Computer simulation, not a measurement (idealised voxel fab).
The document below concerns the process module designated voxel air gaps.
Square cell edge 5 nm, section width 210 nm, ID cut.
We lay out every cross-section as a grid of square cells and spell it out in bands from the top down, where one band means one or more rows of cells. In this notation a band is specified by the heights of its top and bottom, in that order and in nm, after which its materials appear from left to right, each paired with its width in nm. The word "everywhere" attached to a single material means that material fills the band from edge to edge; the word "air" stands for empty space. Height 0 is the level under which the wafer as received is all one material. The lowest band goes on downwards, as in "0 -> down". Width spec "30->40" -> top row of cells at first value, bottom row at second value, equal per-row change in between. Reading "nothing different" for a step: not a cell of the cross-section changed in it. "Enclosed void inventory": sealed empty spaces, 8 cells or more, no open way to top, listed width x height at distance, with distance from the left edge and width, height and distance in nm. If you see something after the settings on a step's line, that's the simulator's own remark about that step. A step's line can hold "overlay nm"; with a mask on that step, the setting says how far right of the planned place the mask lay, while a negative setting says it lay to the left.
-- Below is the list of planned process steps
1) RECEIVE (material Si)
2) CONFORMAL_DEP (material SiO2; thk nm 15)
3) CONFORMAL_DEP (material SiCN; thk nm 5)
4) DIRECTIONAL_DEP (material lowk; thk nm 40)
5) PATTERN (tone open; mask id LINES; material resist; width nm 20; pitch nm 45; thk nm 20; overlay nm 0)
6) DIRECTIONAL_ETCH (etch materials lowk; depth nm 40)
7) STRIP (etch materials resist)
8) CONFORMAL_DEP (material TiN; thk nm 5)
9) FILL_DEP (material W; thk nm 10)
10) CMP (height nm 60)
11) EPI (material Ru; thk nm 10)
12) SELECTIVE_ETCH (etch materials lowk; depth nm 50)
13) CONFORMAL_DEP (material SiCN; thk nm 5)
-- Wafer cross-section on receipt, i.e. after step 1
- 0 -> down: Si everywhere
- Enclosed void inventory: none
-- What the wafer looks like in cross-section after this module, when it starts as shown above and follows the plan above but one mistake is made in running it
- 75 -> 70: air=35  SiCN=140  air=35
- 70 -> 60: air=35  SiCN=5  Ru=40  SiCN=5  Ru=40  SiCN=5  Ru=40  SiCN=5  air=35
- 60 -> 55: air=35  SiCN=15  TiN=5  W=10  TiN=5  SiCN=25  TiN=5  W=10  TiN=5  SiCN=25  TiN=5  W=10  TiN=5  SiCN=15  air=35
- 55 -> 25: air=45  SiCN=5  TiN=5  W=10  TiN=5  SiCN=5  air=15  SiCN=5  TiN=5  W=10  TiN=5  SiCN=5  air=15  SiCN=5  TiN=5  W=10  TiN=5  SiCN=5  air=45
- 25 -> 20: SiCN=50  TiN=20  SiCN=25  TiN=20  SiCN=25  TiN=20  SiCN=50
- 20 -> 15: SiCN everywhere
- 15 -> 0: W everywhere
- 0 -> down: Si everywhere
- Enclosed void inventory: 15 x 30 at 75; 15 x 30 at 120
Error vs. plan: step 2 ran with different settings than intended, the actual operation and settings being CONFORMAL_DEP (material W; thk nm 15)
